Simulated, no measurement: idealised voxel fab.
Proc. module: voxel self aligned contacts
cross-section cut | 170 nm wide | cells 5 nm
The cross-sections in this document take the form of a grid made of square cells. They are written out as bands, in order from top to bottom. Each band consists of one or more rows of cells.
The band entry comprises the height of the band's top followed by the height of its bottom, expressed in nm, and subsequently the band's materials from left to right, each stated together with its width in nm. Where a single material is marked with the word "all across", that material fills the band from edge to edge. The word "blank" represents empty space.
Height is counted from the level 0, under which the received wafer is composed throughout of one material. The lowest of the bands is not closed at the bottom but continues downward, in the notation "0 -> down".
A width given as "30->40" starts at the first number in the band's top row and ends at the second number in its bottom row, shifting by an equal amount at every step from row to row.
Where a step carries "no change", the cross-section came out of it unchanged, cell for cell.
Entry "Sealed void list" = empty spaces >= 8 cells with no open way to the top; each as width x height at distance, distance from left edge, all nm.
Read whatever lies past the settings on a step's line as the simulator's own remark about the step.
You can add "overlay nm" to a step's line. For a step with a mask, it describes how far the mask lay to the right of its planned position, and a negative number describes a lay to the left.

STEPS IN THE PROCESS PLAN
1. RECEIVE with material Si
2. CONFORMAL_DEP with material SiO2, thk nm 5
3. DIRECTIONAL_DEP with material polySi, thk nm 30
4. DIRECTIONAL_DEP with material SiN, thk nm 25
5. MASKED_ETCH with tone cover, mask id GATE, width nm 30, pitch nm 70, etch materials SiN, depth nm 25, overlay nm 0
6. MASKED_ETCH with tone cover, mask id GATE, width nm 30, pitch nm 70, etch materials polySi, depth nm 30, overlay nm 0
7. CONFORMAL_DEP with material SiN, thk nm 10
8. DIRECTIONAL_ETCH with etch materials SiN, depth nm 10
9. FILL_DEP with material SiO2, thk nm 10
10. CMP with height nm 65
11. DIRECTIONAL_DEP with material aC, thk nm 15
12. PATTERN with tone open, mask id CONTACT, material resist, width nm 50, thk nm 35, overlay nm 0
13. DIRECTIONAL_ETCH with etch materials aC, depth nm 15
14. STRIP with etch materials resist
15. DIRECTIONAL_ETCH with etch materials SiO2, depth nm 65
16. STRIP with etch materials aC
17. CONFORMAL_DEP with material TiN, thk nm 5
18. FILL_DEP with material W, thk nm 5
19. CMP with height nm 65
20. CONFORMAL_DEP with material SiN, thk nm 5

FIRST OF TWO WAFERS, WITH THE RUN CARRIED OUT AS PLANNED

CROSS-SECTIONAL VIEW OF THE WAFER IN ITS AS-RECEIVED CONDITION, CORRESPONDING TO THE STATE AFTER STEP 1
  0 -> down | Si all across
  Sealed void list: none

CROSS-SECTION OF THE WAFER AFTER STEP 2
  5 -> 0 | SiO2 all across
  Lower than 0, everything is as it was.

CROSS-SECTION OF THE WAFER AFTER STEP 3
  35 -> 5 | polySi all across
  Lower than 5, everything is as it was.

CROSS-SECTION OF THE WAFER AFTER STEP 4
  60 -> 35 | SiN all across
  Lower than 35, everything is as it was.

CROSS-SECTION OF THE WAFER AFTER STEP 5
  60 -> 35 | blank 35 nm, then SiN 30 nm, then blank 40 nm, then SiN 30 nm, then blank 35 nm
  Lower than 35, everything is as it was.

CROSS-SECTION OF THE WAFER AFTER STEP 6
  60 -> 35 | blank 35 nm, then SiN 30 nm, then blank 40 nm, then SiN 30 nm, then blank 35 nm
  35 -> 5 | blank 35 nm, then polySi 30 nm, then blank 40 nm, then polySi 30 nm, then blank 35 nm
  Lower than 5, everything is as it was.

CROSS-SECTION OF THE WAFER AFTER STEP 7
  70 -> 35 | blank 25 nm, then SiN 50 nm, then blank 20 nm, then SiN 50 nm, then blank 25 nm
  35 -> 15 | blank 25 nm, then SiN 10 nm, then polySi 30 nm, then SiN 10 nm, then blank 20 nm, then SiN 10 nm, then polySi 30 nm, then SiN 10 nm, then blank 25 nm
  15 -> 5 | SiN 35 nm, then polySi 30 nm, then SiN 40 nm, then polySi 30 nm, then SiN 35 nm
  Lower than 5, everything is as it was.

CROSS-SECTION OF THE WAFER AFTER STEP 8
  60 -> 35 | blank 25 nm, then SiN 50 nm, then blank 20 nm, then SiN 50 nm, then blank 25 nm
  35 -> 5 | blank 25 nm, then SiN 10 nm, then polySi 30 nm, then SiN 10 nm, then blank 20 nm, then SiN 10 nm, then polySi 30 nm, then SiN 10 nm, then blank 25 nm
  Lower than 5, everything is as it was.

CROSS-SECTION OF THE WAFER AFTER STEP 9
  70 -> 60 | SiO2 all across
  60 -> 35 | SiO2 25 nm, then SiN 50 nm, then SiO2 20 nm, then SiN 50 nm, then SiO2 25 nm
  35 -> 5 | SiO2 25 nm, then SiN 10 nm, then polySi 30 nm, then SiN 10 nm, then SiO2 20 nm, then SiN 10 nm, then polySi 30 nm, then SiN 10 nm, then SiO2 25 nm
  Lower than 5, everything is as it was.

CROSS-SECTION OF THE WAFER AFTER STEP 10
  65 -> 60 | SiO2 all across
  Lower than 60, everything is as it was.

CROSS-SECTION OF THE WAFER AFTER STEP 11
  80 -> 65 | aC all across
  Lower than 65, everything is as it was.

CROSS-SECTION OF THE WAFER AFTER STEP 12
  115 -> 80 | resist 60 nm, then blank 50 nm, then resist 60 nm
  Lower than 80, everything is as it was.

CROSS-SECTION OF THE WAFER AFTER STEP 13
  100 -> 80 | resist 60 nm, then blank 50 nm, then resist 60 nm
  80 -> 65 | aC 60 nm, then blank 50 nm, then aC 60 nm
  Lower than 65, everything is as it was.

CROSS-SECTION OF THE WAFER AFTER STEP 14
  80 -> 65 | aC 60 nm, then blank 50 nm, then aC 60 nm
  Lower than 65, everything is as it was.

CROSS-SECTION OF THE WAFER AFTER STEP 15
  80 -> 65 | aC 60 nm, then blank 50 nm, then aC 60 nm
  65 -> 60 | SiO2 60 nm, then blank 50 nm, then SiO2 60 nm
  60 -> 35 | SiO2 25 nm, then SiN 50 nm, then blank 20 nm, then SiN 50 nm, then SiO2 25 nm
  35 -> 5 | SiO2 25 nm, then SiN 10 nm, then polySi 30 nm, then SiN 10 nm, then blank 20 nm, then SiN 10 nm, then polySi 30 nm, then SiN 10 nm, then SiO2 25 nm
  5 -> 0 | SiO2 75 nm, then blank 20 nm, then SiO2 75 nm
  Lower than 0, everything is as it was.

CROSS-SECTION OF THE WAFER AFTER STEP 16
  65 -> 60 | SiO2 60 nm, then blank 50 nm, then SiO2 60 nm
  Lower than 60, everything is as it was.

CROSS-SECTION OF THE WAFER AFTER STEP 17
  70 -> 65 | TiN 65 nm, then blank 40 nm, then TiN 65 nm
  65 -> 60 | SiO2 60 nm, then TiN 20 nm, then blank 10 nm, then TiN 20 nm, then SiO2 60 nm
  60 -> 35 | SiO2 25 nm, then SiN 50 nm, then TiN 5 nm, then blank 10 nm, then TiN 5 nm, then SiN 50 nm, then SiO2 25 nm
  35 -> 5 | SiO2 25 nm, then SiN 10 nm, then polySi 30 nm, then SiN 10 nm, then TiN 5 nm, then blank 10 nm, then TiN 5 nm, then SiN 10 nm, then polySi 30 nm, then SiN 10 nm, then SiO2 25 nm
  5 -> 0 | SiO2 75 nm, then TiN 20 nm, then SiO2 75 nm
  Lower than 0, everything is as it was.

CROSS-SECTION OF THE WAFER AFTER STEP 18
  75 -> 70 | W all across
  70 -> 65 | TiN 65 nm, then W 40 nm, then TiN 65 nm
  65 -> 60 | SiO2 60 nm, then TiN 20 nm, then W 10 nm, then TiN 20 nm, then SiO2 60 nm
  60 -> 35 | SiO2 25 nm, then SiN 50 nm, then TiN 5 nm, then W 10 nm, then TiN 5 nm, then SiN 50 nm, then SiO2 25 nm
  35 -> 5 | SiO2 25 nm, then SiN 10 nm, then polySi 30 nm, then SiN 10 nm, then TiN 5 nm, then W 10 nm, then TiN 5 nm, then SiN 10 nm, then polySi 30 nm, then SiN 10 nm, then SiO2 25 nm
  Lower than 5, everything is as it was.

CROSS-SECTION OF THE WAFER AFTER STEP 19
  65 -> 60 | SiO2 60 nm, then TiN 20 nm, then W 10 nm, then TiN 20 nm, then SiO2 60 nm
  Lower than 60, everything is as it was.

CROSS-SECTION OF THE WAFER AFTER STEP 20
  70 -> 65 | SiN all across
  Lower than 65, everything is as it was.

OKAY, SECOND WAFER. NOTHING DIFFERENT AT THE START, NOTHING DIFFERENT IN THE PLAN, JUST ONE MISTAKE SOMEWHERE IN THE RUNNING. AS FAR AS STEP 3, COUNTING THAT STEP, IT'S THE FIRST WAFER ALL OVER AGAIN

SECOND WAFER: CROSS-SECTION AT THE SCHEDULED END OF STEP 4
  85 -> 35 | SiN all across
  Lower than 35, everything is as it was.

SECOND WAFER: CROSS-SECTION AT THE SCHEDULED END OF STEP 5
  85 -> 60 | blank 35 nm, then SiN 30 nm, then blank 40 nm, then SiN 30 nm, then blank 35 nm
  Lower than 60, everything is as it was.

Second wafer: cross-section at the scheduled end of step 6: no change

SECOND WAFER: CROSS-SECTION AT THE SCHEDULED END OF STEP 7
  95 -> 70 | blank 25 nm, then SiN 50 nm, then blank 20 nm, then SiN 50 nm, then blank 25 nm
  70 -> 35 | SiN all across
  Lower than 35, everything is as it was.

SECOND WAFER: CROSS-SECTION AT THE SCHEDULED END OF STEP 8
  85 -> 60 | blank 25 nm, then SiN 50 nm, then blank 20 nm, then SiN 50 nm, then blank 25 nm
  Lower than 60, everything is as it was.

SECOND WAFER: CROSS-SECTION AT THE SCHEDULED END OF STEP 9
  95 -> 85 | SiO2 all across
  85 -> 60 | SiO2 25 nm, then SiN 50 nm, then SiO2 20 nm, then SiN 50 nm, then SiO2 25 nm
  Lower than 60, everything is as it was.

SECOND WAFER: CROSS-SECTION AT THE SCHEDULED END OF STEP 10
  65 -> 60 | SiO2 25 nm, then SiN 50 nm, then SiO2 20 nm, then SiN 50 nm, then SiO2 25 nm
  Lower than 60, everything is as it was.

SECOND WAFER: CROSS-SECTION AT THE SCHEDULED END OF STEP 11
  80 -> 65 | aC all across
  Lower than 65, everything is as it was.

SECOND WAFER: CROSS-SECTION AT THE SCHEDULED END OF STEP 12
  115 -> 80 | resist 60 nm, then blank 50 nm, then resist 60 nm
  Lower than 80, everything is as it was.

SECOND WAFER: CROSS-SECTION AT THE SCHEDULED END OF STEP 13
  100 -> 80 | resist 60 nm, then blank 50 nm, then resist 60 nm
  80 -> 65 | aC 60 nm, then blank 50 nm, then aC 60 nm
  Lower than 65, everything is as it was.

SECOND WAFER: CROSS-SECTION AT THE SCHEDULED END OF STEP 14
  80 -> 65 | aC 60 nm, then blank 50 nm, then aC 60 nm
  Lower than 65, everything is as it was.

SECOND WAFER: CROSS-SECTION AT THE SCHEDULED END OF STEP 15
  80 -> 65 | aC 60 nm, then blank 50 nm, then aC 60 nm
  65 -> 60 | SiO2 25 nm, then SiN 50 nm, then blank 20 nm, then SiN 50 nm, then SiO2 25 nm
  Lower than 60, everything is as it was.

SECOND WAFER: CROSS-SECTION AT THE SCHEDULED END OF STEP 16
  65 -> 60 | SiO2 25 nm, then SiN 50 nm, then blank 20 nm, then SiN 50 nm, then SiO2 25 nm
  Lower than 60, everything is as it was.

SECOND WAFER: CROSS-SECTION AT THE SCHEDULED END OF STEP 17
  70 -> 65 | TiN 80 nm, then blank 10 nm, then TiN 80 nm
  65 -> 60 | SiO2 25 nm, then SiN 50 nm, then TiN 20 nm, then SiN 50 nm, then SiO2 25 nm
  Lower than 60, everything is as it was.

SECOND WAFER: CROSS-SECTION AT THE SCHEDULED END OF STEP 18
  75 -> 70 | W all across
  70 -> 65 | TiN 80 nm, then W 10 nm, then TiN 80 nm
  Lower than 65, everything is as it was.

SECOND WAFER: CROSS-SECTION AT THE SCHEDULED END OF STEP 19
  65 -> 60 | SiO2 25 nm, then SiN 50 nm, then TiN 20 nm, then SiN 50 nm, then SiO2 25 nm
  Lower than 60, everything is as it was.

SECOND WAFER: CROSS-SECTION AT THE SCHEDULED END OF STEP 20
  70 -> 65 | SiN all across
  Lower than 65, everything is as it was.
What was the processing mistake? execution of plan step 4 occurred twice
Counted in cells at the end, the second wafer holds more or fewer of these materials than the first: 42 more of SiN; 120 fewer of SiO2; 30 fewer of TiN; 24 fewer of W; 132 more of polySi
